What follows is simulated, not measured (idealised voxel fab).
process module | voxel self aligned contacts
cross-section cut | 170 nm wide | cells 5 nm
A cross-section is a grid of square cells, given in bands from the top down. A band is one or more rows of cells.
Each band's line starts with the height of the band's top and of its bottom, in nm. Then come its materials from left to right, each with its width in nm. One material with "throughout" fills the band from edge to edge. "air" is empty space.
Height 0 is the level under which the wafer as received is all one material. The lowest band goes on downwards, as in "0 down".
A width such as "30 to 40" changes by the same amount from each row of cells to the next, from the band's top row to its bottom row.
"no change" after a step means that no cell of the cross-section changed.
closed voids: empty space of 8 cells or more with no open way to the top, each as width x height at its distance from the left edge, in nm
after a step's settings: what the simulator itself notes on the step
overlay nm, on a step with a mask: how far to the right of its planned place the mask lay; to the left if negative
plan
1 op RECEIVE | material Si
2 op CONFORMAL_DEP | material SiO2 | thk nm 5
3 op DIRECTIONAL_DEP | material polySi | thk nm 25
4 op DIRECTIONAL_DEP | material SiN | thk nm 20
5 op PATTERN | tone cover | mask id GATE | material resist | width nm 25 | pitch nm 60 | thk nm 20 | overlay nm 0
6 op DIRECTIONAL_ETCH | etch materials SiN | depth nm 20
7 op DIRECTIONAL_ETCH | etch materials polySi | depth nm 25
8 op STRIP | etch materials resist
9 op CONFORMAL_DEP | material SiN | thk nm 5
10 op DIRECTIONAL_ETCH | etch materials SiN | depth nm 5
11 op FILL_DEP | material SiO2 | thk nm 15
12 op CMP | height nm 55
13 op DIRECTIONAL_DEP | material aC | thk nm 10
14 op PATTERN | tone open | mask id CONTACT | material resist | width nm 45 | thk nm 25 | overlay nm 0
15 op DIRECTIONAL_ETCH | etch materials aC | depth nm 10
16 op STRIP | etch materials resist
17 op DIRECTIONAL_ETCH | etch materials SiO2 | depth nm 55
18 op STRIP | etch materials aC
19 op CONFORMAL_DEP | material TiN | thk nm 5
20 op FILL_DEP | material Ru | thk nm 5
21 op CMP | height nm 55
22 op CONFORMAL_DEP | material SiCN | thk nm 5
first wafer, as planned
as received, after step 1
  0 down: Si throughout
  closed voids: none
after step 2
  5 to 0: SiO2 throughout
  below 0: unchanged
after step 3
  30 to 5: polySi throughout
  below 5: unchanged
after step 4
  50 to 30: SiN throughout
  below 30: unchanged
after step 5
  70 to 50: air 40 | resist 25 | air 35 | resist 25 | air 45
  below 50: unchanged
after step 6
  70 to 50: air 40 | resist 25 | air 35 | resist 25 | air 45
  50 to 30: air 40 | SiN 25 | air 35 | SiN 25 | air 45
  below 30: unchanged
after step 7
  70 to 50: air 40 | resist 25 | air 35 | resist 25 | air 45
  50 to 30: air 40 | SiN 25 | air 35 | SiN 25 | air 45
  30 to 5: air 40 | polySi 25 | air 35 | polySi 25 | air 45
  below 5: unchanged
after step 8
  50 to 30: air 40 | SiN 25 | air 35 | SiN 25 | air 45
  below 30: unchanged
after step 9
  55 to 30: air 35 | SiN 35 | air 25 | SiN 35 | air 40
  30 to 10: air 35 | SiN 5 | polySi 25 | SiN 5 | air 25 | SiN 5 | polySi 25 | SiN 5 | air 40
  10 to 5: SiN 40 | polySi 25 | SiN 35 | polySi 25 | SiN 45
  below 5: unchanged
after step 10
  50 to 30: air 35 | SiN 35 | air 25 | SiN 35 | air 40
  30 to 5: air 35 | SiN 5 | polySi 25 | SiN 5 | air 25 | SiN 5 | polySi 25 | SiN 5 | air 40
  below 5: unchanged
after step 11
  65 to 50: SiO2 throughout
  50 to 30: SiO2 35 | SiN 35 | SiO2 25 | SiN 35 | SiO2 40
  30 to 5: SiO2 35 | SiN 5 | polySi 25 | SiN 5 | SiO2 25 | SiN 5 | polySi 25 | SiN 5 | SiO2 40
  below 5: unchanged
after step 12
  55 to 50: SiO2 throughout
  below 50: unchanged
after step 13
  65 to 55: aC throughout
  below 55: unchanged
after step 14
  90 to 65: resist 60 | air 45 | resist 65
  below 65: unchanged
after step 15
  80 to 65: resist 60 | air 45 | resist 65
  65 to 55: aC 60 | air 45 | aC 65
  below 55: unchanged
after step 16
  65 to 55: aC 60 | air 45 | aC 65
  below 55: unchanged
after step 17
  65 to 55: aC 60 | air 45 | aC 65
  55 to 50: SiO2 60 | air 45 | SiO2 65
  50 to 30: SiO2 35 | SiN 35 | air 25 | SiN 35 | SiO2 40
  30 to 5: SiO2 35 | SiN 5 | polySi 25 | SiN 5 | air 25 | SiN 5 | polySi 25 | SiN 5 | SiO2 40
  5 to 0: SiO2 70 | air 25 | SiO2 75
  below 0: unchanged
after step 18
  55 to 50: SiO2 60 | air 45 | SiO2 65
  below 50: unchanged
after step 19
  60 to 55: TiN 65 | air 35 | TiN 70
  55 to 50: SiO2 60 | TiN 15 | air 15 | TiN 15 | SiO2 65
  50 to 30: SiO2 35 | SiN 35 | TiN 5 | air 15 | TiN 5 | SiN 35 | SiO2 40
  30 to 5: SiO2 35 | SiN 5 | polySi 25 | SiN 5 | TiN 5 | air 15 | TiN 5 | SiN 5 | polySi 25 | SiN 5 | SiO2 40
  5 to 0: SiO2 70 | TiN 25 | SiO2 75
  below 0: unchanged
after step 20
  65 to 60: Ru throughout
  60 to 55: TiN 65 | Ru 35 | TiN 70
  55 to 50: SiO2 60 | TiN 15 | Ru 15 | TiN 15 | SiO2 65
  50 to 30: SiO2 35 | SiN 35 | TiN 5 | Ru 15 | TiN 5 | SiN 35 | SiO2 40
  30 to 5: SiO2 35 | SiN 5 | polySi 25 | SiN 5 | TiN 5 | Ru 15 | TiN 5 | SiN 5 | polySi 25 | SiN 5 | SiO2 40
  below 5: unchanged
after step 21
  55 to 50: SiO2 60 | TiN 15 | Ru 15 | TiN 15 | SiO2 65
  below 50: unchanged
after step 22
  60 to 55: SiCN throughout
  below 55: unchanged
second wafer: like start, like plan, one mistake. Through step 13 it matches the first wafer
when step 14 should have ended
  90 to 65: resist 70 | air 45 | resist 55
  below 65: unchanged
when step 15 should have ended
  80 to 65: resist 70 | air 45 | resist 55
  65 to 55: aC 70 | air 45 | aC 55
  below 55: unchanged
when step 16 should have ended
  65 to 55: aC 70 | air 45 | aC 55
  below 55: unchanged
when step 17 should have ended
  65 to 55: aC 70 | air 45 | aC 55
  55 to 50: SiO2 70 | air 45 | SiO2 55
  50 to 30: SiO2 35 | SiN 35 | air 25 | SiN 35 | SiO2 40
  30 to 5: SiO2 35 | SiN 5 | polySi 25 | SiN 5 | air 25 | SiN 5 | polySi 25 | SiN 5 | SiO2 40
  5 to 0: SiO2 70 | air 25 | SiO2 75
  below 0: unchanged
when step 18 should have ended
  55 to 50: SiO2 70 | air 45 | SiO2 55
  below 50: unchanged
when step 19 should have ended
  60 to 55: TiN 75 | air 35 | TiN 60
  55 to 50: SiO2 70 | TiN 5 | air 15 | TiN 25 | SiO2 55
  50 to 30: SiO2 35 | SiN 35 | TiN 5 | air 15 | TiN 5 | SiN 35 | SiO2 40
  30 to 5: SiO2 35 | SiN 5 | polySi 25 | SiN 5 | TiN 5 | air 15 | TiN 5 | SiN 5 | polySi 25 | SiN 5 | SiO2 40
  5 to 0: SiO2 70 | TiN 25 | SiO2 75
  below 0: unchanged
when step 20 should have ended
  65 to 60: Ru throughout
  60 to 55: TiN 75 | Ru 35 | TiN 60
  55 to 50: SiO2 70 | TiN 5 | Ru 15 | TiN 25 | SiO2 55
  50 to 30: SiO2 35 | SiN 35 | TiN 5 | Ru 15 | TiN 5 | SiN 35 | SiO2 40
  30 to 5: SiO2 35 | SiN 5 | polySi 25 | SiN 5 | TiN 5 | Ru 15 | TiN 5 | SiN 5 | polySi 25 | SiN 5 | SiO2 40
  below 5: unchanged
when step 21 should have ended
  55 to 50: SiO2 70 | TiN 5 | Ru 15 | TiN 25 | SiO2 55
  below 50: unchanged
when step 22 should have ended
  60 to 55: SiCN throughout
  below 55: unchanged
what went wrong: step 14 ran as: op PATTERN | tone open | mask id CONTACT | material resist | width nm 45 | thk nm 25 | overlay nm 10
at the end the second wafer has, in cells: as many of each material as the first, in other places
